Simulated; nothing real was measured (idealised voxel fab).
Herein follows the process module entitled voxel plated lines.
Cross-section cut: width 215 nm, square cells of 5 nm.
A cross-section is a grid of square cells, given in bands from the top down. A band is one or more rows of cells. Quick guide to a band line: top height, bottom height (nm) up front; then every material left to right with its width in nm. Only one material and it's marked "everywhere"? Then it fills the band edge to edge. And "empty" just means empty space. For the purposes of this specification, 0 denotes the height below which the wafer in its as-received condition is composed wholly of one material, and the lowermost band, lacking a lower limit, extends downward without end, as expressed in "0..down". The two numbers in a width such as "30..40" mark its ends across the band: the first belongs to the top row of cells, the second to the bottom row, and from each row to the next the width moves by the same amount. A step reported as "nothing different" is a step in which no cell of the cross-section changed. Basically, "Closed internal cavities" tells you about the enclosed voids: empty spaces with no open way to the top, 8 cells or bigger, each written width x height at distance, where distance is from the left edge, all in nm. That trailing text on a step's line, after the settings, is the simulator's own remark on the step. overlay nm: on a step with a mask, how far right of its planned place the mask lay; negative means left.

**Planned step list for the process**
| 1 | RECEIVE: material Si |
| 2 | CONFORMAL_DEP: material Al2O3, thk nm 5 |
| 3 | DIRECTIONAL_DEP: material TiN, thk nm 5 |
| 4 | PATTERN: tone open, mask id LINES, material resist, width nm 25, pitch nm 50, thk nm 30, overlay nm 0 |
| 5 | EPI: material Ru, thk nm 5 |
| 6 | EPI: material Ru, thk nm 5 |
| 7 | STRIP: etch materials resist |
| 8 | DIRECTIONAL_ETCH: etch materials TiN, depth nm 5 |
| 9 | CONFORMAL_DEP: material SiO2, thk nm 10 |

**First wafer, two in total, run as planned**

**Wafer at receipt (post step 1), cross-section**
- 0..down | Si everywhere
- Closed internal cavities: none

**after step 2**
- 5..0 | Al2O3 everywhere
- Whatever lies below 0 is exactly as it was before.

**after step 3**
- 10..5 | TiN everywhere
- Whatever lies below 5 is exactly as it was before.

**after step 4**
- 40..10 | resist=70; empty=25; resist=25; empty=25; resist=70
- Whatever lies below 10 is exactly as it was before.

**after step 5**
- 40..15 | resist=70; empty=25; resist=25; empty=25; resist=70
- 15..10 | resist=70; Ru=25; resist=25; Ru=25; resist=70
- Whatever lies below 10 is exactly as it was before.

**after step 6**
- 40..20 | resist=70; empty=25; resist=25; empty=25; resist=70
- 20..10 | resist=70; Ru=25; resist=25; Ru=25; resist=70
- Whatever lies below 10 is exactly as it was before.

**after step 7**
- 20..10 | empty=70; Ru=25; empty=25; Ru=25; empty=70
- Whatever lies below 10 is exactly as it was before.

**after step 8**
- 20..10 | empty=70; Ru=25; empty=25; Ru=25; empty=70
- 10..5 | empty=70; TiN=25; empty=25; TiN=25; empty=70
- Whatever lies below 5 is exactly as it was before.

**after step 9**
- 30..20 | empty=60; SiO2=45; empty=5; SiO2=45; empty=60
- 20..15 | empty=60; SiO2=10; Ru=25; SiO2=10; empty=5; SiO2=10; Ru=25; SiO2=10; empty=60
- 15..10 | SiO2=70; Ru=25; SiO2=25; Ru=25; SiO2=70
- 10..5 | SiO2=70; TiN=25; SiO2=25; TiN=25; SiO2=70
- Whatever lies below 5 is exactly as it was before.

**The second wafer was prepared from the same starting point and under the same plan as the first; its processing contained one mistake, and it remains indistinguishable from the first wafer up to and including step 8**

**Here is the second wafer in cross-section at the point where step 9 of the plan should have been done**
- 30..20 | empty=60; TiN=45; empty=5; TiN=45; empty=60
- 20..15 | empty=60; TiN=10; Ru=25; TiN=10; empty=5; TiN=10; Ru=25; TiN=10; empty=60
- 15..10 | TiN=70; Ru=25; TiN=25; Ru=25; TiN=70
- 10..5 | TiN everywhere
- Whatever lies below 5 is exactly as it was before.
The plan and the run diverged here: it should be noted that step 9 was executed with settings other than those planned, the operation and settings actually applied being CONFORMAL_DEP: material TiN, thk nm 10
Bottom line after processing is that, in cells, the second wafer is up or down on some materials versus the first: -110 SiO2, +110 TiN
